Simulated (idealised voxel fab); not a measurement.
The following process module bears the name voxel fin reveal.
The cross-section shown here is cut; it is 240 nm wide and divided into square cells measuring 5 nm on a side.
A cross-section is a grid of square cells, given in bands from the top down. A band is one or more rows of cells.
This entry defines a band. It first specifies the height of the band's top and the height of its bottom in nm, and then specifies the band's materials from left to right, stating each material with its width in nm. The word "edge to edge" identifies a single material that fills the band from edge to edge, while the word "air" identifies empty space.
Height 0 is the level under which the wafer as received is all one material. The lowest band goes on downwards, as in "z 0 and below".
It should be noted that a width expressed as "30 to 40" varies in equal increments from row to row of cells within the band, taking the value of the first number at the top row and that of the second number at the bottom row.
"changes: none", as given for a step, is the statement that not any cell of the cross-section underwent a change during that step.
"Fully closed voids" lists enclosed empty spaces (at least 8 cells, no open path upward to the top), each as width x height at distance from the left edge, in nm.
Post-settings text on a step line: simulator's own remark regarding the step.
The "overlay nm" setting may appear on a step's line; for a step that uses a mask, it gives how far to the right of its planned position the mask lay, and a negative value indicates the left.

# List of planned process steps
- 1: RECEIVE [material Si]
- 2: CONFORMAL_DEP [material SiN] [thk nm 5]
- 3: DIRECTIONAL_DEP [material aC] [thk nm 15]
- 4: PATTERN [tone cover] [mask id FINS] [material resist] [width nm 15] [pitch nm 45] [thk nm 35] [overlay nm 0]
- 5: DIRECTIONAL_ETCH [etch materials aC] [depth nm 15]
- 6: STRIP [etch materials resist]
- 7: DIRECTIONAL_ETCH [etch materials SiN] [depth nm 5]
- 8: DIRECTIONAL_ETCH [etch materials Si] [depth nm 35]
- 9: STRIP [etch materials aC]
- 10: FILL_DEP [material SiO2] [thk nm 15]
- 11: CMP [height nm 5]
- 12: SELECTIVE_ETCH [etch materials SiO2] [depth nm 30]
- 13: STRIP [etch materials SiN]
- 14: CONFORMAL_DEP [material HfO2] [thk nm 5]

# The first of two wafers, run as planned

# Cross-section of the incoming wafer, state after step 1
	z 0 and below | Si edge to edge
	Fully closed voids: none

# After step 2, in cross-section
	z 5 to 0 | SiN edge to edge
	No changes below 0.

# After step 3, in cross-section
	z 20 to 5 | aC edge to edge
	No changes below 5.

# After step 4, in cross-section
	z 55 to 20 | air 65; resist 15; air 30; resist 15; air 30; resist 15; air 70
	No changes below 20.

# After step 5, in cross-section
	z 40 to 20 | air 65; resist 15; air 30; resist 15; air 30; resist 15; air 70
	z 20 to 5 | air 65; aC 15; air 30; aC 15; air 30; aC 15; air 70
	No changes below 5.

# After step 6, in cross-section
	z 20 to 5 | air 65; aC 15; air 30; aC 15; air 30; aC 15; air 70
	No changes below 5.

# After step 7, in cross-section
	z 20 to 5 | air 65; aC 15; air 30; aC 15; air 30; aC 15; air 70
	z 5 to 0 | air 65; SiN 15; air 30; SiN 15; air 30; SiN 15; air 70
	No changes below 0.

# After step 8, in cross-section
	z 20 to 5 | air 65; aC 15; air 30; aC 15; air 30; aC 15; air 70
	z 5 to 0 | air 65; SiN 15; air 30; SiN 15; air 30; SiN 15; air 70
	z 0 to -35 | air 65; Si 15; air 30; Si 15; air 30; Si 15; air 70
	No changes below -35.

# After step 9, in cross-section
	z 5 to 0 | air 65; SiN 15; air 30; SiN 15; air 30; SiN 15; air 70
	No changes below 0.

# After step 10, in cross-section
	z 20 to 5 | SiO2 edge to edge
	z 5 to 0 | SiO2 65; SiN 15; SiO2 30; SiN 15; SiO2 30; SiN 15; SiO2 70
	z 0 to -35 | SiO2 65; Si 15; SiO2 30; Si 15; SiO2 30; Si 15; SiO2 70
	No changes below -35.

# After step 11, in cross-section
	z 5 to 0 | SiO2 65; SiN 15; SiO2 30; SiN 15; SiO2 30; SiN 15; SiO2 70
	No changes below 0.

# After step 12, in cross-section
	z 5 to 0 | air 65; SiN 15; air 30; SiN 15; air 30; SiN 15; air 70
	z 0 to -25 | air 65; Si 15; air 30; Si 15; air 30; Si 15; air 70
	No changes below -25.

# After step 13, in cross-section
	z 0 to -25 | air 65; Si 15; air 30; Si 15; air 30; Si 15; air 70
	No changes below -25.

# After step 14, in cross-section
	z 5 to 0 | air 60; HfO2 25; air 20; HfO2 25; air 20; HfO2 25; air 65
	z 0 to -20 | air 60; HfO2 5; Si 15; HfO2 5; air 20; HfO2 5; Si 15; HfO2 5; air 20; HfO2 5; Si 15; HfO2 5; air 65
	z -20 to -25 | HfO2 65; Si 15; HfO2 30; Si 15; HfO2 30; Si 15; HfO2 70
	No changes below -25.

# What follows concerns the second wafer, which started out like the first and was meant to follow the very same plan; one mistake crept in when it was run, but everything up to and including step 10 is the same as for the first wafer

# The second wafer cut through, at the time step 11 was supposed to be finished
	z -5 to -35 | SiO2 65; Si 15; SiO2 30; Si 15; SiO2 30; Si 15; SiO2 70
	No changes below -35.

# The second wafer cut through, at the time step 12 was supposed to be finished
	z -5 to -35 | air 65; Si 15; air 30; Si 15; air 30; Si 15; air 70
	No changes below -35.

The second wafer cut through, at the time step 13 was supposed to be finished: changes: none

# The second wafer cut through, at the time step 14 was supposed to be finished
	z 0 to -5 | air 60; HfO2 25; air 20; HfO2 25; air 20; HfO2 25; air 65
	z -5 to -30 | air 60; HfO2 5; Si 15; HfO2 5; air 20; HfO2 5; Si 15; HfO2 5; air 20; HfO2 5; Si 15; HfO2 5; air 65
	z -30 to -35 | HfO2 65; Si 15; HfO2 30; Si 15; HfO2 30; Si 15; HfO2 70
	No changes below -35.
Which mistake was made when the wafer was run? planned and actual differ for step 11; actual: CMP [height nm -5]
at the end the second wafer has, in cells: 6 more of HfO2 | 9 fewer of Si | 78 fewer of SiO2
